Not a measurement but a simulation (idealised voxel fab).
process module | voxel double patterning
Xsec cut, 165 nm wide, square cell size 5 nm.
A cross-section is a grid of square cells, given in bands from the top down. A band is one or more rows of cells. First you get the band's top height and its bottom height, in nm, and then the materials it's made of, left to right, with each width in nm. If you see a single material with "throughout", that one covers the band edge to edge. "air" is empty space. Beneath 0, the wafer as received is one material, and that level is where height counting begins. The lowest band goes on downward without a bottom; it is written like "z 0 and below". Graded width ("30 to 40"): value in top row of band = first number; value in bottom row = second number; row-to-row change constant. "remained unchanged" for a step: no cell of the cross-section changed in that step. The entry titled "Enclosed empty spaces" provides the empty spaces that have no open way to the top, restricted to those of 8 cells or more. Each is presented as width x height at distance, the distance being measured from the left edge, with all three in nm. Whatever follows a step's settings on its line is a remark the simulator itself makes about that step. The setting "overlay nm" may be written on the line of a step. When the step uses a mask, the value reports how far to the right of the planned place the mask lay, and a negative value reports that it lay to the left.
[The process steps that were planned are listed below]
1,RECEIVE: material Si
2,CONFORMAL_DEP: material SiN, thk nm 5
3,DIRECTIONAL_DEP: material SiO2, thk nm 15
4,DIRECTIONAL_DEP: material SiCN, thk nm 5
5,DIRECTIONAL_DEP: material aC, thk nm 15
6,PATTERN: tone open, mask id FIRST, material resist, width nm 15, pitch nm 50, thk nm 35, overlay nm 0
7,DIRECTIONAL_ETCH: etch materials aC, depth nm 5
8,STRIP: etch materials resist
9,DIRECTIONAL_ETCH: etch materials SiCN, depth nm 5
10,STRIP: etch materials aC
11,DIRECTIONAL_DEP: material aC, thk nm 15
12,PATTERN: tone open, mask id SECOND, material resist, width nm 15, thk nm 35, overlay nm 0
13,DIRECTIONAL_ETCH: etch materials aC, depth nm 15
14,STRIP: etch materials resist
15,DIRECTIONAL_ETCH: etch materials SiCN, depth nm 5
16,STRIP: etch materials aC
17,DIRECTIONAL_ETCH: etch materials SiO2, depth nm 15
18,STRIP: etch materials SiCN
The plan's step 7 depth nm is the first wafer's value; the wafers differ in this setting and start identical.
[Cross-section of the first of several wafers on receipt, reflecting completion of step 1]
z 0 and below  Si throughout
Enclosed empty spaces: none
[Cross-section of the first of several wafers, taken after step 18, where the module ends]
z 20 to 5  SiO2 75 nm, then air 15 nm, then SiO2 75 nm
z 5 to 0  SiN throughout
z 0 and below  Si throughout
Enclosed empty spaces: none
[Last wafer, end of module, cross-section]
z 20 to 5  SiO2 50 nm, then air 15 nm, then SiO2 10 nm, then air 15 nm, then SiO2 10 nm, then air 15 nm, then SiO2 50 nm
z 5 to 0  SiN throughout
z 0 and below  Si throughout
Enclosed empty spaces: none
[The following table contains a row per wafer, in which are reported, at the conclusion of the module, the cells of each material gained (+) or lost (-) since the wafer's receipt, with its closed voids given thereafter]
depth nm 5 | +33 SiN | +90 SiO2 | Enclosed empty spaces: none
depth nm 10 | +33 SiN | +90 SiO2 | Enclosed empty spaces: none
depth nm 15 | +33 SiN | +72 SiO2 | Enclosed empty spaces: none
depth nm 20 | +33 SiN | +72 SiO2 | Enclosed empty spaces: none
depth nm 25 | +33 SiN | +72 SiO2 | Enclosed empty spaces: none
depth nm 30 | +33 SiN | +72 SiO2 | Enclosed empty spaces: none
